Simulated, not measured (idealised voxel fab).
Title: Process Module voxel quadruple lines
It is cross-section cut that appears here, measuring 205 nm in width, its square cells being 5 nm in size.
Throughout this document, each cross-section is represented as a grid of square cells and is presented as a sequence of bands enumerated from the top downward, where a band comprises one or more rows of cells.
Heights first: top, then bottom, in nm. Then materials, left to right, each with a width in nm. "full width" on a single material: fills the band edge to edge. "air": empty space.
We count height from 0. Below that, the starting wafer is all one material. The lowest band never ends at the bottom but goes on down; see "0..down" for how that is written.
Think of "30..40" as a width that walks from the first number to the second as you go down the band, top row to bottom row, taking equal-sized steps from row to row.
Reading "nothing was modified" for a step: not a cell of the cross-section changed in it.
In "Entrapped void list" the enclosed voids are listed, meaning empty spaces of 8 cells or larger without any opening to the top. The form is width x height at distance, distance from the left edge, units nm.
Whatever follows a step's settings on its line is a remark the simulator itself makes about that step.
Among the settings permitted on a step's line is "overlay nm"; applied to a step with a mask, it specifies the extent to which the mask lay to the right of its planned position, whereas a negative figure signifies a position to the left.
The planned process steps are enumerated hereunder
1 RECEIVE: material Si
2 CONFORMAL_DEP: material SiO2, thk nm 5
3 DIRECTIONAL_DEP: material Ru, thk nm 15
4 DIRECTIONAL_DEP: material polySi, thk nm 15
5 DIRECTIONAL_DEP: material aC, thk nm 20
6 PATTERN: tone cover, mask id MANDREL, material resist, width nm 20, pitch nm 60, thk nm 25, overlay nm 0
7 DIRECTIONAL_ETCH: etch materials aC, depth nm 20
8 STRIP: etch materials resist
9 CONFORMAL_DEP: material SiO2, thk nm 10
10 DIRECTIONAL_ETCH: etch materials SiO2, depth nm 10
11 STRIP: etch materials aC
12 DIRECTIONAL_ETCH: etch materials polySi, depth nm 15
13 STRIP: etch materials SiO2
14 CONFORMAL_DEP: material SiN, thk nm 5
15 DIRECTIONAL_ETCH: etch materials SiN, depth nm 5
16 STRIP: etch materials polySi
17 DIRECTIONAL_ETCH: etch materials Ru, depth nm 15
18 STRIP: etch materials SiN
Where the wafers of this document differ is in the depth nm of step 15; they start out the same, and the plan states the value that applied to the first wafer.
As received, i.e. after step 1: cross-section through the first of several wafers
    0..down = Si full width
    Entrapped void list: none
Row per wafer, end-of-module: cell gain (+)/loss (-) by material since the wafer came in, then closed voids
depth nm 5; +24 Ru; +41 SiO2; Entrapped void list: none
depth nm 10; +24 Ru; +41 SiO2; Entrapped void list: none
depth nm 15; +24 Ru; +41 SiO2; Entrapped void list: none
depth nm 20; +41 SiO2; Entrapped void list: none
